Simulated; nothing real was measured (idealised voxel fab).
Process module name: voxel ribs on slabs
The cross-section shown here is cut; it is 205 nm wide and divided into square cells measuring 5 nm on a side.
In this document a cross-section is written as a grid of square cells. It is given as a series of bands, listed from the top down, and a band is one or more rows of cells. Band entry format. Leading values: height of top, height of bottom, nm. Remainder: materials in left-to-right order, each with its width in nm. Special words: "throughout" on a single material, which then fills the band edge to edge; "blank", empty space. Below 0: as-received wafer, all one material; heights counted from there. Lowest band: no bottom, goes on down, written "from 0 down". With a width like "30..40", each row of cells in the band differs from the next by the same amount, the top row carrying the first number and the bottom row the second. What does "nothing different" mean for a step? It means no cell of the cross-section changed in that step. Look at "Closed-off voids" for the closed voids: empty spaces with no open path to the top, sized 8 cells or up. Each is width x height at distance, distance from the left edge, all nm. Where a step's line continues beyond its settings, the continuation is a remark by the simulator itself on that step. overlay nm: for a step with a mask, the amount by which the mask lay right of where it was planned; a negative amount means left of it.

Steps in the process plan
- 1: RECEIVE with material Si
- 2: DIRECTIONAL_DEP with material SiO2, thk nm 25
- 3: DIRECTIONAL_DEP with material SiN, thk nm 15
- 4: DIRECTIONAL_DEP with material aC, thk nm 15
- 5: PATTERN with tone cover, mask id RIB, material resist, width nm 20, thk nm 30, overlay nm 0
- 6: DIRECTIONAL_ETCH with etch materials aC, depth nm 15
- 7: STRIP with etch materials resist
- 8: DIRECTIONAL_ETCH with etch materials SiN, depth nm 5
- 9: STRIP with etch materials aC
- 10: MASKED_ETCH with tone cover, mask id SLAB, width nm 80, etch materials SiN, depth nm 10, overlay nm 0
- 11: FILL_DEP with material SiO2, thk nm 25
- 12: CMP with height nm 55
- 13: DIRECTIONAL_DEP with material TiN, thk nm 5
- 14: PATTERN with tone cover, mask id HEATER, material resist, width nm 30, thk nm 15, overlay nm 0
- 15: DIRECTIONAL_ETCH with etch materials TiN, depth nm 5
- 16: STRIP with etch materials resist
- 17: CONFORMAL_DEP with material SiO2, thk nm 10

First of the two wafers, run per plan

Cross-section of the wafer upon arrival, representing the state reached after step 1
- from 0 down: Si throughout
- Closed-off voids: none

Cross-section of the wafer subsequent to step 2
- from 25 to 0: SiO2 throughout
- Heights below 0 show no change.

Cross-section of the wafer subsequent to step 3
- from 40 to 25: SiN throughout
- Heights below 25 show no change.

Cross-section of the wafer subsequent to step 4
- from 55 to 40: aC throughout
- Heights below 40 show no change.

Cross-section of the wafer subsequent to step 5
- from 85 to 55: 90 of blank / 20 of resist / 95 of blank
- Heights below 55 show no change.

Cross-section of the wafer subsequent to step 6
- from 70 to 55: 90 of blank / 20 of resist / 95 of blank
- from 55 to 40: 90 of blank / 20 of aC / 95 of blank
- Heights below 40 show no change.

Cross-section of the wafer subsequent to step 7
- from 55 to 40: 90 of blank / 20 of aC / 95 of blank
- Heights below 40 show no change.

Cross-section of the wafer subsequent to step 8
- from 55 to 40: 90 of blank / 20 of aC / 95 of blank
- from 40 to 35: 90 of blank / 20 of SiN / 95 of blank
- Heights below 35 show no change.

Cross-section of the wafer subsequent to step 9
- from 40 to 35: 90 of blank / 20 of SiN / 95 of blank
- Heights below 35 show no change.

Cross-section of the wafer subsequent to step 10
- from 40 to 35: 90 of blank / 20 of SiN / 95 of blank
- from 35 to 25: 60 of blank / 80 of SiN / 65 of blank
- Heights below 25 show no change.

Cross-section of the wafer subsequent to step 11
- from 65 to 40: SiO2 throughout
- from 40 to 35: 90 of SiO2 / 20 of SiN / 95 of SiO2
- from 35 to 25: 60 of SiO2 / 80 of SiN / 65 of SiO2
- Heights below 25 show no change.

Cross-section of the wafer subsequent to step 12
- from 55 to 40: SiO2 throughout
- Heights below 40 show no change.

Cross-section of the wafer subsequent to step 13
- from 60 to 55: TiN throughout
- Heights below 55 show no change.

Cross-section of the wafer subsequent to step 14
- from 75 to 60: 85 of blank / 30 of resist / 90 of blank
- Heights below 60 show no change.

Cross-section of the wafer subsequent to step 15
- from 75 to 60: 85 of blank / 30 of resist / 90 of blank
- from 60 to 55: 85 of blank / 30 of TiN / 90 of blank
- Heights below 55 show no change.

Cross-section of the wafer subsequent to step 16
- from 60 to 55: 85 of blank / 30 of TiN / 90 of blank
- Heights below 55 show no change.

Cross-section of the wafer subsequent to step 17
- from 70 to 65: 75 of blank / 50 of SiO2 / 80 of blank
- from 65 to 60: SiO2 throughout
- from 60 to 55: 85 of SiO2 / 30 of TiN / 90 of SiO2
- Heights below 55 show no change.

The remaining wafer, second of the two, started like the first and was run to the same plan, except that one mistake was made along the way; the two coincide through step 4, inclusive

X-section, second wafer, when step 5 was due to finish
- from 85 to 55: 85 of blank / 20 of resist / 100 of blank
- Heights below 55 show no change.

X-section, second wafer, when step 6 was due to finish
- from 70 to 55: 85 of blank / 20 of resist / 100 of blank
- from 55 to 40: 85 of blank / 20 of aC / 100 of blank
- Heights below 40 show no change.

X-section, second wafer, when step 7 was due to finish
- from 55 to 40: 85 of blank / 20 of aC / 100 of blank
- Heights below 40 show no change.

X-section, second wafer, when step 8 was due to finish
- from 55 to 40: 85 of blank / 20 of aC / 100 of blank
- from 40 to 35: 85 of blank / 20 of SiN / 100 of blank
- Heights below 35 show no change.

X-section, second wafer, when step 9 was due to finish
- from 40 to 35: 85 of blank / 20 of SiN / 100 of blank
- Heights below 35 show no change.

X-section, second wafer, when step 10 was due to finish
- from 40 to 35: 85 of blank / 20 of SiN / 100 of blank
- from 35 to 25: 60 of blank / 80 of SiN / 65 of blank
- Heights below 25 show no change.

X-section, second wafer, when step 11 was due to finish
- from 65 to 40: SiO2 throughout
- from 40 to 35: 85 of SiO2 / 20 of SiN / 100 of SiO2
- from 35 to 25: 60 of SiO2 / 80 of SiN / 65 of SiO2
- Heights below 25 show no change.

X-section, second wafer, when step 12 was due to finish
- from 55 to 40: SiO2 throughout
- Heights below 40 show no change.

X-section, second wafer, when step 13 was due to finish
- from 60 to 55: TiN throughout
- Heights below 55 show no change.

X-section, second wafer, when step 14 was due to finish
- from 75 to 60: 85 of blank / 30 of resist / 90 of blank
- Heights below 60 show no change.

X-section, second wafer, when step 15 was due to finish
- from 75 to 60: 85 of blank / 30 of resist / 90 of blank
- from 60 to 55: 85 of blank / 30 of TiN / 90 of blank
- Heights below 55 show no change.

X-section, second wafer, when step 16 was due to finish
- from 60 to 55: 85 of blank / 30 of TiN / 90 of blank
- Heights below 55 show no change.

X-section, second wafer, when step 17 was due to finish
- from 70 to 65: 75 of blank / 50 of SiO2 / 80 of blank
- from 65 to 60: SiO2 throughout
- from 60 to 55: 85 of SiO2 / 30 of TiN / 90 of SiO2
- Heights below 55 show no change.
It is concluded that the wafer was processed incorrectly with respect to the plan, in that off-plan run, step 5, actual operation and settings PATTERN with tone cover, mask id RIB, material resist, width nm 20, thk nm 30, overlay nm -5
Both wafers, final: cells per material equal; arrangement not.
